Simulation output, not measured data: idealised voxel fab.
process module | voxel plated lines
cross-section cut | 240 nm wide | cells 5 nm
A cross-section is a grid of square cells, given in bands from the top down. A band is one or more rows of cells.
Each band's line starts with the height of the band's top and of its bottom, in nm. Then come its materials from left to right, each with its width in nm. One material with "throughout" fills the band from edge to edge. "air" is empty space.
Height 0 is the level under which the wafer as received is all one material. The lowest band goes on downwards, as in "0 down".
A width such as "30 to 40" changes by the same amount from each row of cells to the next, from the band's top row to its bottom row.
"no change" after a step means that no cell of the cross-section changed.
closed voids: empty space of 8 cells or more with no open way to the top, each as width x height at its distance from the left edge, in nm
after a step's settings: what the simulator itself notes on the step
overlay nm, on a step with a mask: how far to the right of its planned place the mask lay; to the left if negative
plan
1 op RECEIVE | material Si
2 op CONFORMAL_DEP | material Al2O3 | thk nm 10
3 op DIRECTIONAL_DEP | material TiN | thk nm 5
4 op PATTERN | tone open | mask id LINES | material resist | width nm 30 | pitch nm 60 | thk nm 30 | overlay nm 0
5 op EPI | material Ru | thk nm 10
6 op EPI | material Ru | thk nm 10
7 op STRIP | etch materials resist
8 op DIRECTIONAL_ETCH | etch materials TiN | depth nm 5
9 op CONFORMAL_DEP | material SiN | thk nm 5
first wafer, as planned
as received, after step 1
  0 down: Si throughout
  closed voids: none
after step 2
  10 to 0: Al2O3 throughout
  below 0: unchanged
after step 3
  15 to 10: TiN throughout
  below 10: unchanged
after step 4
  45 to 15: resist 15 | air 30 | resist 30 | air 30 | resist 30 | air 30 | resist 30 | air 30 | resist 15
  below 15: unchanged
after step 5
  45 to 25: resist 15 | air 30 | resist 30 | air 30 | resist 30 | air 30 | resist 30 | air 30 | resist 15
  25 to 15: resist 15 | Ru 30 | resist 30 | Ru 30 | resist 30 | Ru 30 | resist 30 | Ru 30 | resist 15
  below 15: unchanged
after step 6
  45 to 35: resist 15 | air 30 | resist 30 | air 30 | resist 30 | air 30 | resist 30 | air 30 | resist 15
  35 to 15: resist 15 | Ru 30 | resist 30 | Ru 30 | resist 30 | Ru 30 | resist 30 | Ru 30 | resist 15
  below 15: unchanged
after step 7
  35 to 15: air 15 | Ru 30 | air 30 | Ru 30 | air 30 | Ru 30 | air 30 | Ru 30 | air 15
  below 15: unchanged
after step 8
  35 to 15: air 15 | Ru 30 | air 30 | Ru 30 | air 30 | Ru 30 | air 30 | Ru 30 | air 15
  15 to 10: air 15 | TiN 30 | air 30 | TiN 30 | air 30 | TiN 30 | air 30 | TiN 30 | air 15
  below 10: unchanged
after step 9
  40 to 35: air 10 | SiN 40 | air 20 | SiN 40 | air 20 | SiN 40 | air 20 | SiN 40 | air 10
  35 to 15: air 10 | SiN 5 | Ru 30 | SiN 5 | air 20 | SiN 5 | Ru 30 | SiN 5 | air 20 | SiN 5 | Ru 30 | SiN 5 | air 20 | SiN 5 | Ru 30 | SiN 5 | air 10
  15 to 10: SiN 15 | TiN 30 | SiN 30 | TiN 30 | SiN 30 | TiN 30 | SiN 30 | TiN 30 | SiN 15
  below 10: unchanged
second wafer: like start, like plan, one mistake. Through step 3 it matches the first wafer
when step 4 should have ended
  25 to 15: Ru throughout
  below 15: unchanged
when step 5 should have ended
  55 to 25: resist 15 | air 30 | resist 30 | air 30 | resist 30 | air 30 | resist 30 | air 30 | resist 15
  below 25: unchanged
when step 6 should have ended
  55 to 35: resist 15 | air 30 | resist 30 | air 30 | resist 30 | air 30 | resist 30 | air 30 | resist 15
  35 to 25: resist 15 | Ru 30 | resist 30 | Ru 30 | resist 30 | Ru 30 | resist 30 | Ru 30 | resist 15
  below 25: unchanged
when step 7 should have ended
  35 to 25: air 15 | Ru 30 | air 30 | Ru 30 | air 30 | Ru 30 | air 30 | Ru 30 | air 15
  below 25: unchanged
when step 8 should have ended: no change
when step 9 should have ended
  40 to 35: air 10 | SiN 40 | air 20 | SiN 40 | air 20 | SiN 40 | air 20 | SiN 40 | air 10
  35 to 30: air 10 | SiN 5 | Ru 30 | SiN 5 | air 20 | SiN 5 | Ru 30 | SiN 5 | air 20 | SiN 5 | Ru 30 | SiN 5 | air 20 | SiN 5 | Ru 30 | SiN 5 | air 10
  30 to 25: SiN 15 | Ru 30 | SiN 30 | Ru 30 | SiN 30 | Ru 30 | SiN 30 | Ru 30 | SiN 15
  below 25: unchanged
what went wrong: steps 4 and 5 were swapped
at the end the second wafer has, in cells: 48 more of Ru | 24 fewer of SiN | 24 more of TiN
